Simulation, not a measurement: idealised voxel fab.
Herein follows the process module entitled voxel fin reveal.
Square cell edge 5 nm, section width 260 nm, ID cut.
Just so we're on the same page, the cross-sections are grids of square cells, and they're listed out in bands top to bottom, each band one or more rows deep. A band entry consists of two parts. The first gives the height of the band's top and the height of its bottom, in nm. The rest lists the band's materials from left to right, each with its width in nm. A single material labelled with the word "all across" fills the band from edge to edge, and the word "air" marks empty space. Zero point of the height axis is 0; under it, received wafer = one material. Lowest band: continues down indefinitely, "0..down". A two-number width, for instance "30->40", indicates that the width is equal to the first number in the top row of the band and to the second number in the bottom row, and that it changes by a constant amount per row of cells. The designation "remained the same", where it is given for a processing step, indicates that no cell of the cross-section was altered in the course of that step. "Unvented cavities": sealed empty spaces, 8 cells or more, no open way to top, listed width x height at distance, with distance from the left edge and width, height and distance in nm. Heads up: the bit after the settings on a step's line is the simulator's remark on that step. Each step line may optionally specify "overlay nm", which for a step with a mask gives the rightward distance between the mask's planned place and where it lay, a negative value indicating the leftward direction.

## Steps in the process plan
1. RECEIVE, material Si
2. CONFORMAL_DEP, material SiN, thk nm 5
3. DIRECTIONAL_DEP, material aC, thk nm 10
4. PATTERN, tone cover, mask id FINS, material resist, width nm 15, pitch nm 35, thk nm 25, overlay nm 0
5. DIRECTIONAL_ETCH, etch materials aC, depth nm 10
6. STRIP, etch materials resist
7. DIRECTIONAL_ETCH, etch materials SiN, depth nm 5
8. DIRECTIONAL_ETCH, etch materials Si, depth nm 35
9. STRIP, etch materials aC
10. FILL_DEP, material SiO2, thk nm 5
11. CMP, height nm 5
12. SELECTIVE_ETCH, etch materials SiO2, depth nm 25
13. STRIP, etch materials SiN
14. CONFORMAL_DEP, material HfO2, thk nm 5

## Wafer cross-section on receipt, i.e. after step 1
> 0..down  Si all across
> Unvented cavities: none

## Module complete - cross-section of the first of two wafers, run according to plan
> 5..0  65 nm air; 25 nm HfO2; 10 nm air; 25 nm HfO2; 10 nm air; 25 nm HfO2; 10 nm air; 25 nm HfO2; 65 nm air
> 0..-15  65 nm air; 5 nm HfO2; 15 nm Si; 5 nm HfO2; 10 nm air; 5 nm HfO2; 15 nm Si; 5 nm HfO2; 10 nm air; 5 nm HfO2; 15 nm Si; 5 nm HfO2; 10 nm air; 5 nm HfO2; 15 nm Si; 5 nm HfO2; 65 nm air
> -15..-20  70 nm HfO2; 15 nm Si; 20 nm HfO2; 15 nm Si; 20 nm HfO2; 15 nm Si; 20 nm HfO2; 15 nm Si; 70 nm HfO2
> -20..-35  70 nm SiO2; 15 nm Si; 20 nm SiO2; 15 nm Si; 20 nm SiO2; 15 nm Si; 20 nm SiO2; 15 nm Si; 70 nm SiO2
> -35..down  Si all across
> Unvented cavities: none

## Same start, same plan as the first wafer - but one mistake in the run. Cross-section of the second of the two at the end of the module
> 5..0  65 nm air; 25 nm HfO2; 10 nm air; 25 nm HfO2; 10 nm air; 25 nm HfO2; 10 nm air; 25 nm HfO2; 65 nm air
> 0..-15  65 nm air; 5 nm HfO2; 15 nm Si; 5 nm HfO2; 10 nm air; 5 nm HfO2; 15 nm Si; 5 nm HfO2; 10 nm air; 5 nm HfO2; 15 nm Si; 5 nm HfO2; 10 nm air; 5 nm HfO2; 15 nm Si; 5 nm HfO2; 65 nm air
> -15..-20  70 nm HfO2; 15 nm Si; 20 nm HfO2; 15 nm Si; 20 nm HfO2; 15 nm Si; 20 nm HfO2; 15 nm Si; 70 nm HfO2
> -20..-70  70 nm SiO2; 15 nm Si; 20 nm SiO2; 15 nm Si; 20 nm SiO2; 15 nm Si; 20 nm SiO2; 15 nm Si; 70 nm SiO2
> -70..down  Si all across
> Unvented cavities: none
Processing error: regarding the plan, step 8 was run twice
Count the cells at the end and the second wafer has more or fewer of some materials than the first: -280 Si | +280 SiO2
